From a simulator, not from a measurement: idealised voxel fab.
Presented below is a process module, voxel self aligned contacts.
Section cut is 270 nm wide and gridded with 5 nm square cells.
Notation: cross-section as square-cell grid; stated in bands, top first, going down; one or more cell rows per band. Top height, bottom height, nm. Materials left to right, width each, nm. Single material + "throughout" = fills band edge to edge. "empty" = empty. Beneath 0, the wafer as received is one material, and that level is where height counting begins. The lowest band goes on downward without a bottom; it is written like "from 0 down". Per-row width for "30 to 40": begins at first number (top row of band), ends at second number (bottom row), increment between rows held constant. "no modification" -> step changed no cross-section cell. The list in "Closed-off voids" covers empty spaces of 8 cells or more that cannot reach the top through any open way, and it gives each as width x height at distance; the distance is from the left edge, and width, height and distance are in nm. If you see something after the settings on a step's line, that's the simulator's own remark about that step. A step's line can hold "overlay nm"; with a mask on that step, the setting says how far right of the planned place the mask lay, while a negative setting says it lay to the left.
The steps planned for the process are as follows:
1,RECEIVE,material Si
2,OXIDIZE,depth nm 5
3,DIRECTIONAL_DEP,material polySi,thk nm 30
4,DIRECTIONAL_DEP,material SiN,thk nm 20
5,DIRECTIONAL_DEP,material aC,thk nm 10
6,PATTERN,tone cover,mask id GATE,material resist,width nm 30,pitch nm 75,thk nm 30,overlay nm 0
7,DIRECTIONAL_ETCH,etch materials aC,depth nm 10
8,STRIP,etch materials resist
9,DIRECTIONAL_ETCH,etch materials SiN,depth nm 20
10,DIRECTIONAL_ETCH,etch materials polySi,depth nm 30
11,STRIP,etch materials aC
12,CONFORMAL_DEP,material SiN,thk nm 10
13,DIRECTIONAL_ETCH,etch materials SiN,depth nm 10
14,FILL_DEP,material SiO2,thk nm 20
15,CMP,height nm 60
16,DIRECTIONAL_DEP,material aC,thk nm 10
17,PATTERN,tone open,mask id CONTACT,material resist,width nm 55,thk nm 30,overlay nm 0
18,DIRECTIONAL_ETCH,etch materials aC,depth nm 10
19,STRIP,etch materials resist
20,DIRECTIONAL_ETCH,etch materials SiO2,depth nm 65
21,STRIP,etch materials aC
22,CONFORMAL_DEP,material TiN,thk nm 5
23,FILL_DEP,material Ru,thk nm 5
24,CMP,height nm 60
25,CONFORMAL_DEP,material SiN,thk nm 5
Wafer at receipt (post step 1), cross-section:
    from 0 down: Si throughout
    Closed-off voids: none
Here's the wafer cut in cross-section after the module, started and planned just like above, except one thing was done wrong in the run:
    from 65 to 60: SiN throughout
    from 60 to 35: SiO2 70 nm  SiN 10 nm  polySi 30 nm  SiN 10 nm  TiN 5 nm  Ru 15 nm  TiN 5 nm  SiN 10 nm  polySi 30 nm  SiN 10 nm  SiO2 75 nm
    from 35 to 30: SiO2 70 nm  SiN 10 nm  polySi 30 nm  SiN 10 nm  TiN 25 nm  SiN 10 nm  polySi 30 nm  SiN 10 nm  SiO2 75 nm
    from 30 to 0: polySi throughout
    from 0 to -5: SiO2 throughout
    from -5 down: Si throughout
    Closed-off voids: none
Plan not followed: plan step 3 was twice executed
